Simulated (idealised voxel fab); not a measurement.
Presented below is a process module, voxel ribs on slabs.
Section cut is 230 nm wide and gridded with 5 nm square cells.
Cross-section spec: square-cell grid; bands listed top down; each band is one or more rows. What a band's entry tells you: where the top is and where the bottom is, as heights in nm, and after that what lies inside, material by material from left to right, each with its width in nm. Empty space is written as the word "empty", and a single material marked with the word "full width" occupies the band from edge to edge. Heads up on the height convention: 0 is the point under which the incoming wafer is all one material, and the lowest band has no bottom, it just keeps going down, like "0..down". The two numbers in a width such as "30->40" mark its ends across the band: the first belongs to the top row of cells, the second to the bottom row, and from each row to the next the width moves by the same amount. Where a step carries "nothing got changed", the cross-section came out of it unchanged, cell for cell. In the "Enclosed void entries" entry, you get each enclosed empty space of 8 cells or more, one with no open way to the top, written width x height at distance, distance from the left edge, in nm. It should be noted that, on the line of a given step, the content following the step's settings is a remark produced by the simulator itself with respect to that step. overlay nm: where the mask lay relative to plan, measured to the right, on steps with a mask; negatives go left.

SO HERE'S THE LINEUP OF PROCESS STEPS WE PLANNED
step 1: RECEIVE [material Si]
step 2: DIRECTIONAL_DEP [material SiO2] [thk nm 25]
step 3: DIRECTIONAL_DEP [material SiN] [thk nm 20]
step 4: PATTERN [tone cover] [mask id RIB] [material resist] [width nm 20] [thk nm 15] [overlay nm 0]
step 5: DIRECTIONAL_ETCH [etch materials SiN] [depth nm 5]
step 6: STRIP [etch materials resist]
step 7: PATTERN [tone cover] [mask id SLAB] [material resist] [width nm 50] [thk nm 20] [overlay nm 0]
step 8: DIRECTIONAL_ETCH [etch materials SiN] [depth nm 15]
step 9: STRIP [etch materials resist]
step 10: FILL_DEP [material SiO2] [thk nm 15]
step 11: CMP [height nm 55]
step 12: DIRECTIONAL_DEP [material W] [thk nm 5]
step 13: PATTERN [tone cover] [mask id HEATER] [material resist] [width nm 30] [thk nm 20] [overlay nm 0]
step 14: DIRECTIONAL_ETCH [etch materials W] [depth nm 5]
step 15: STRIP [etch materials resist]
step 16: CONFORMAL_DEP [material SiN] [thk nm 10]

THE FOLLOWING PERTAINS TO THE FIRST OF TWO WAFERS, WHICH WAS PROCESSED AS PLANNED

RECEIVED-STATE CROSS-SECTION, REFLECTING COMPLETION OF STEP 1
* 0..down | Si full width
* Enclosed void entries: none

CROSS-SECTION OF THE WAFER AFTER STEP 2
* 25..0 | SiO2 full width
* Rest of section, below 0: as before.

CROSS-SECTION OF THE WAFER AFTER STEP 3
* 45..25 | SiN full width
* Rest of section, below 25: as before.

CROSS-SECTION OF THE WAFER AFTER STEP 4
* 60..45 | empty 105 nm | resist 20 nm | empty 105 nm
* Rest of section, below 45: as before.

CROSS-SECTION OF THE WAFER AFTER STEP 5
* 60..45 | empty 105 nm | resist 20 nm | empty 105 nm
* 45..40 | empty 105 nm | SiN 20 nm | empty 105 nm
* Rest of section, below 40: as before.

CROSS-SECTION OF THE WAFER AFTER STEP 6
* 45..40 | empty 105 nm | SiN 20 nm | empty 105 nm
* Rest of section, below 40: as before.

CROSS-SECTION OF THE WAFER AFTER STEP 7
* 65..45 | empty 90 nm | resist 50 nm | empty 90 nm
* 45..40 | empty 90 nm | resist 15 nm | SiN 20 nm | resist 15 nm | empty 90 nm
* Rest of section, below 40: as before.

CROSS-SECTION OF THE WAFER AFTER STEP 8
* 65..45 | empty 90 nm | resist 50 nm | empty 90 nm
* 45..40 | empty 90 nm | resist 15 nm | SiN 20 nm | resist 15 nm | empty 90 nm
* 40..25 | empty 90 nm | SiN 50 nm | empty 90 nm
* Rest of section, below 25: as before.

CROSS-SECTION OF THE WAFER AFTER STEP 9
* 45..40 | empty 105 nm | SiN 20 nm | empty 105 nm
* Rest of section, below 40: as before.

CROSS-SECTION OF THE WAFER AFTER STEP 10
* 60..45 | SiO2 full width
* 45..40 | SiO2 105 nm | SiN 20 nm | SiO2 105 nm
* 40..25 | SiO2 90 nm | SiN 50 nm | SiO2 90 nm
* Rest of section, below 25: as before.

CROSS-SECTION OF THE WAFER AFTER STEP 11
* 55..45 | SiO2 full width
* Rest of section, below 45: as before.

CROSS-SECTION OF THE WAFER AFTER STEP 12
* 60..55 | W full width
* Rest of section, below 55: as before.

CROSS-SECTION OF THE WAFER AFTER STEP 13
* 80..60 | empty 100 nm | resist 30 nm | empty 100 nm
* Rest of section, below 60: as before.

CROSS-SECTION OF THE WAFER AFTER STEP 14
* 80..60 | empty 100 nm | resist 30 nm | empty 100 nm
* 60..55 | empty 100 nm | W 30 nm | empty 100 nm
* Rest of section, below 55: as before.

CROSS-SECTION OF THE WAFER AFTER STEP 15
* 60..55 | empty 100 nm | W 30 nm | empty 100 nm
* Rest of section, below 55: as before.

CROSS-SECTION OF THE WAFER AFTER STEP 16
* 70..65 | empty 90 nm | SiN 50 nm | empty 90 nm
* 65..60 | SiN full width
* 60..55 | SiN 100 nm | W 30 nm | SiN 100 nm
* Rest of section, below 55: as before.

NOTES, SECOND WAFER: START = FIRST WAFER'S, PLAN = FIRST WAFER'S, EXECUTION HAD ONE MISTAKE; HISTORY IDENTICAL TO FIRST THROUGH STEP 15

CROSS-SECTION OF THE SECOND WAFER AT THE TIME BY WHICH STEP 16 SHOULD HAVE BEEN COMPLETED ACCORDING TO THE PLAN
* 75..70 | empty 85 nm | SiN 60 nm | empty 85 nm
* 70..60 | SiN full width
* 60..55 | SiN 100 nm | W 30 nm | SiN 100 nm
* Rest of section, below 55: as before.
Where did the run depart from the plan? step 16 ran with different settings than intended, the actual operation and settings being CONFORMAL_DEP [material SiN] [thk nm 15]
at the end the second wafer has, in cells: SiN: 48 more
